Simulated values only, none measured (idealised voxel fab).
This section sets out a process module, namely voxel plated lines.
Cross-section cut: width 260 nm, square cells of 5 nm.
Notation: cross-section as square-cell grid; stated in bands, top first, going down; one or more cell rows per band.
Per band: top height and bottom height in nm, followed by the left-to-right materials and their widths in nm; "everywhere" marks a single material spanning edge to edge, "air" marks empty space.
Note: height 0 marks the level under which the wafer is uniformly one material as received. Lowest band unbounded below, written "z 0 and below".
Width "30 to 40": first value at the band's top row of cells, second value at its bottom row, equal change from row to row.
"no modification", as given for a step, is the statement that not any cell of the cross-section underwent a change during that step.
Entry "Sealed void list". Content: empty spaces with no open connection to the top, size 8 cells or greater. Each: width x height at distance. Distance: from left edge. Unit: nm.
That trailing text on a step's line, after the settings, is the simulator's own remark on the step.
On any step carrying a mask, the "overlay nm" setting, if present on the step's line, tells how far right of its planned place the mask lay; negative values point to the left.
The steps planned for the process are as follows
1. RECEIVE | material Si
2. CONFORMAL_DEP | material Al2O3 | thk nm 10
3. DIRECTIONAL_DEP | material TiN | thk nm 5
4. PATTERN | tone open | mask id LINES | material resist | width nm 20 | pitch nm 40 | thk nm 35 | overlay nm 0
5. EPI | material Ru | thk nm 10
6. EPI | material Ru | thk nm 5
7. EPI | material Ru | thk nm 10
8. STRIP | etch materials resist
9. DIRECTIONAL_ETCH | etch materials TiN | depth nm 5
10. CONFORMAL_DEP | material SiO2 | thk nm 10
As-received state of the wafer in cross-section, equivalent to post-step 1
    z 0 and below = Si everywhere
    Sealed void list: none
First of two wafers: cross-section at end of module, run per plan
    z 50 to 40 = air 50; SiO2 160; air 50
    z 40 to 20 = air 50; SiO2 10; Ru 20; SiO2 20; Ru 20; SiO2 20; Ru 20; SiO2 20; Ru 20; SiO2 10; air 50
    z 20 to 15 = SiO2 60; Ru 20; SiO2 20; Ru 20; SiO2 20; Ru 20; SiO2 20; Ru 20; SiO2 60
    z 15 to 10 = SiO2 60; TiN 20; SiO2 20; TiN 20; SiO2 20; TiN 20; SiO2 20; TiN 20; SiO2 60
    z 10 to 0 = Al2O3 everywhere
    z 0 and below = Si everywhere
    Sealed void list: none
Same start, same plan as the first wafer - but one mistake in the run. Cross-section of the second of the two at the end of the module
    z 50 to 40 = SiO2 everywhere
    z 40 to 15 = Ru 60; SiO2 20; Ru 20; SiO2 20; Ru 20; SiO2 20; Ru 20; SiO2 20; Ru 60
    z 15 to 10 = TiN 60; SiO2 20; TiN 20; SiO2 20; TiN 20; SiO2 20; TiN 20; SiO2 20; TiN 60
    z 10 to 0 = Al2O3 everywhere
    z 0 and below = Si everywhere
    Sealed void list: none
Nonconformance to the process plan: it should be noted that step 4 was executed with settings other than those planned, the operation and settings actually applied being PATTERN | tone cover | mask id LINES | material resist | width nm 20 | pitch nm 40 | thk nm 35 | overlay nm 0
Once processing is complete, comparing cell counts shows that the second wafer has more or fewer of certain materials than the first: Ru +100 | TiN +20
